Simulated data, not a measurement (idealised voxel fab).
You're looking at the process module voxel ribs on slabs.
For reference, the cross-section in this document is cut, with width 280 nm and square cells of 5 nm.
A cross-section is a grid of square cells, given in bands from the top down. A band is one or more rows of cells. Basically the band line says how high the top is and how high the bottom is, in nm, and then what's in it from left to right, every material with its width in nm. Empty space shows up as "air", and if a single material carries "full width" it runs the full band edge to edge. Heads up on the height convention: 0 is the point under which the incoming wafer is all one material, and the lowest band has no bottom, it just keeps going down, like "0..down". You'd read "30->40" like this: the band's top row of cells is as wide as the first number, its bottom row is as wide as the second, and going down, every row changes width by the same amount as the row before did. What does "remains unaltered" mean for a step? It means no cell of the cross-section changed in that step. Entry "Closed void catalog" = empty spaces >= 8 cells with no open way to the top; each as width x height at distance, distance from left edge, all nm. Read whatever lies past the settings on a step's line as the simulator's own remark about the step. overlay nm: step with mask; distance mask lay right of planned place; negative value = left of planned place.
[This section lists the process steps that were planned]
| 1 | op RECEIVE | material Si |
| 2 | op DIRECTIONAL_DEP | material SiO2 | thk nm 25 |
| 3 | op DIRECTIONAL_DEP | material polySi | thk nm 15 |
| 4 | op DIRECTIONAL_DEP | material aC | thk nm 10 |
| 5 | op PATTERN | tone cover | mask id RIB | material resist | width nm 15 | thk nm 30 | overlay nm 0 |
| 6 | op DIRECTIONAL_ETCH | etch materials aC | depth nm 10 |
| 7 | op STRIP | etch materials resist |
| 8 | op DIRECTIONAL_ETCH | etch materials polySi | depth nm 10 |
| 9 | op STRIP | etch materials aC |
| 10 | op DIRECTIONAL_DEP | material aC | thk nm 15 |
| 11 | op PATTERN | tone cover | mask id SLAB | material resist | width nm 55 | thk nm 35 | overlay nm 0 |
| 12 | op DIRECTIONAL_ETCH | etch materials aC | depth nm 15 |
| 13 | op STRIP | etch materials resist |
| 14 | op DIRECTIONAL_ETCH | etch materials polySi | depth nm 5 |
| 15 | op STRIP | etch materials aC |
| 16 | op FILL_DEP | material SiO2 | thk nm 20 |
| 17 | op CMP | height nm 40 |
| 18 | op DIRECTIONAL_DEP | material TiN | thk nm 5 |
| 19 | op DIRECTIONAL_DEP | material aC | thk nm 15 |
| 20 | op PATTERN | tone cover | mask id HEATER | material resist | width nm 25 | thk nm 35 | overlay nm 0 |
| 21 | op DIRECTIONAL_ETCH | etch materials aC | depth nm 15 |
| 22 | op STRIP | etch materials resist |
| 23 | op DIRECTIONAL_ETCH | etch materials TiN | depth nm 5 |
| 24 | op STRIP | etch materials aC |
| 25 | op CONFORMAL_DEP | material SiO2 | thk nm 10 |
Be aware that, although all wafers share a common starting state, the height nm at step 17 differs among them, and the plan displays the first wafer's value.
[After step 1, as received: first of several wafers, cross-section]
	0..down: Si full width
	Closed void catalog: none
[Per wafer (row), end of module: delta in cells per material since receipt, (+) for gained, (-) for lost; closed voids after that]
height nm 40; +547 SiO2; +5 TiN; +17 polySi; Closed void catalog: none
height nm 45; +603 SiO2; +5 TiN; +17 polySi; Closed void catalog: none
height nm 50; +659 SiO2; +5 TiN; +17 polySi; Closed void catalog: none
height nm 55; +715 SiO2; +5 TiN; +17 polySi; Closed void catalog: none
height nm 60; +771 SiO2; +5 TiN; +17 polySi; Closed void catalog: none
